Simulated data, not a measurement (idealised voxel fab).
process module | voxel tone inversion
cross-section cut | 255 nm wide | cells 5 nm
A cross-section is a grid of square cells, given in bands from the top down. A band is one or more rows of cells.
Each band's line starts with the height of the band's top and of its bottom, in nm. Then come its materials from left to right, each with its width in nm. One material with "throughout" fills the band from edge to edge. "air" is empty space.
Height 0 is the level under which the wafer as received is all one material. The lowest band goes on downwards, as in "0 down".
A width such as "30 to 40" changes by the same amount from each row of cells to the next, from the band's top row to its bottom row.
"no change" after a step means that no cell of the cross-section changed.
closed voids: empty space of 8 cells or more with no open way to the top, each as width x height at its distance from the left edge, in nm
after a step's settings: what the simulator itself notes on the step
overlay nm, on a step with a mask: how far to the right of its planned place the mask lay; to the left if negative
plan
1 op RECEIVE | material Si
2 op CONFORMAL_DEP | material SiN | thk nm 5
3 op DIRECTIONAL_DEP | material aC | thk nm 20
4 op PATTERN | tone cover | mask id POSTS | material resist | width nm 20 | pitch nm 35 | thk nm 30 | overlay nm 0
5 op DIRECTIONAL_ETCH | etch materials aC | depth nm 20
6 op STRIP | etch materials resist
7 op FILL_DEP | material SiO2 | thk nm 5
8 op CMP | height nm 25
9 op STRIP | etch materials aC
10 op CONFORMAL_DEP | material TiN | thk nm 5
11 op FILL_DEP | material W | thk nm 5
12 op CMP | height nm 25
13 op CONFORMAL_DEP | material SiN | thk nm 5
first wafer, as planned
as received, after step 1
  0 down: Si throughout
  closed voids: none
after step 2
  5 to 0: SiN throughout
  below 0: unchanged
after step 3
  25 to 5: aC throughout
  below 5: unchanged
after step 4
  55 to 25: air 80 | resist 20 | air 15 | resist 20 | air 15 | resist 20 | air 85
  below 25: unchanged
after step 5
  35 to 25: air 80 | resist 20 | air 15 | resist 20 | air 15 | resist 20 | air 85
  25 to 5: air 80 | aC 20 | air 15 | aC 20 | air 15 | aC 20 | air 85
  below 5: unchanged
after step 6
  25 to 5: air 80 | aC 20 | air 15 | aC 20 | air 15 | aC 20 | air 85
  below 5: unchanged
after step 7
  30 to 25: SiO2 throughout
  25 to 5: SiO2 80 | aC 20 | SiO2 15 | aC 20 | SiO2 15 | aC 20 | SiO2 85
  below 5: unchanged
after step 8
  25 to 5: SiO2 80 | aC 20 | SiO2 15 | aC 20 | SiO2 15 | aC 20 | SiO2 85
  below 5: unchanged
after step 9
  25 to 5: SiO2 80 | air 20 | SiO2 15 | air 20 | SiO2 15 | air 20 | SiO2 85
  below 5: unchanged
after step 10
  30 to 25: TiN 85 | air 10 | TiN 25 | air 10 | TiN 25 | air 10 | TiN 90
  25 to 10: SiO2 80 | TiN 5 | air 10 | TiN 5 | SiO2 15 | TiN 5 | air 10 | TiN 5 | SiO2 15 | TiN 5 | air 10 | TiN 5 | SiO2 85
  10 to 5: SiO2 80 | TiN 20 | SiO2 15 | TiN 20 | SiO2 15 | TiN 20 | SiO2 85
  below 5: unchanged
after step 11
  35 to 30: W throughout
  30 to 25: TiN 85 | W 10 | TiN 25 | W 10 | TiN 25 | W 10 | TiN 90
  25 to 10: SiO2 80 | TiN 5 | W 10 | TiN 5 | SiO2 15 | TiN 5 | W 10 | TiN 5 | SiO2 15 | TiN 5 | W 10 | TiN 5 | SiO2 85
  below 10: unchanged
after step 12
  25 to 10: SiO2 80 | TiN 5 | W 10 | TiN 5 | SiO2 15 | TiN 5 | W 10 | TiN 5 | SiO2 15 | TiN 5 | W 10 | TiN 5 | SiO2 85
  below 10: unchanged
after step 13
  30 to 25: SiN throughout
  below 25: unchanged
second wafer: like start, like plan, one mistake. Through step 7 it matches the first wafer
when step 8 should have ended
  25 to 5: SiO2 80 | aC 20 | SiO2 15 | aC 20 | SiO2 15 | aC 20 | SiO2 85
  below 5: unchanged
when step 9 should have ended
  25 to 5: SiO2 80 | air 20 | SiO2 15 | air 20 | SiO2 15 | air 20 | SiO2 85
  below 5: unchanged
when step 10 should have ended
  30 to 25: TiN 85 | air 10 | TiN 25 | air 10 | TiN 25 | air 10 | TiN 90
  25 to 10: SiO2 80 | TiN 5 | air 10 | TiN 5 | SiO2 15 | TiN 5 | air 10 | TiN 5 | SiO2 15 | TiN 5 | air 10 | TiN 5 | SiO2 85
  10 to 5: SiO2 80 | TiN 20 | SiO2 15 | TiN 20 | SiO2 15 | TiN 20 | SiO2 85
  below 5: unchanged
when step 11 should have ended
  35 to 30: W throughout
  30 to 25: TiN 85 | W 10 | TiN 25 | W 10 | TiN 25 | W 10 | TiN 90
  25 to 10: SiO2 80 | TiN 5 | W 10 | TiN 5 | SiO2 15 | TiN 5 | W 10 | TiN 5 | SiO2 15 | TiN 5 | W 10 | TiN 5 | SiO2 85
  below 10: unchanged
when step 12 should have ended
  25 to 10: SiO2 80 | TiN 5 | W 10 | TiN 5 | SiO2 15 | TiN 5 | W 10 | TiN 5 | SiO2 15 | TiN 5 | W 10 | TiN 5 | SiO2 85
  below 10: unchanged
when step 13 should have ended
  30 to 25: SiN throughout
  below 25: unchanged
what went wrong: step 8 was run twice
at the end the two cross-sections are the same: no effect in what this model computes
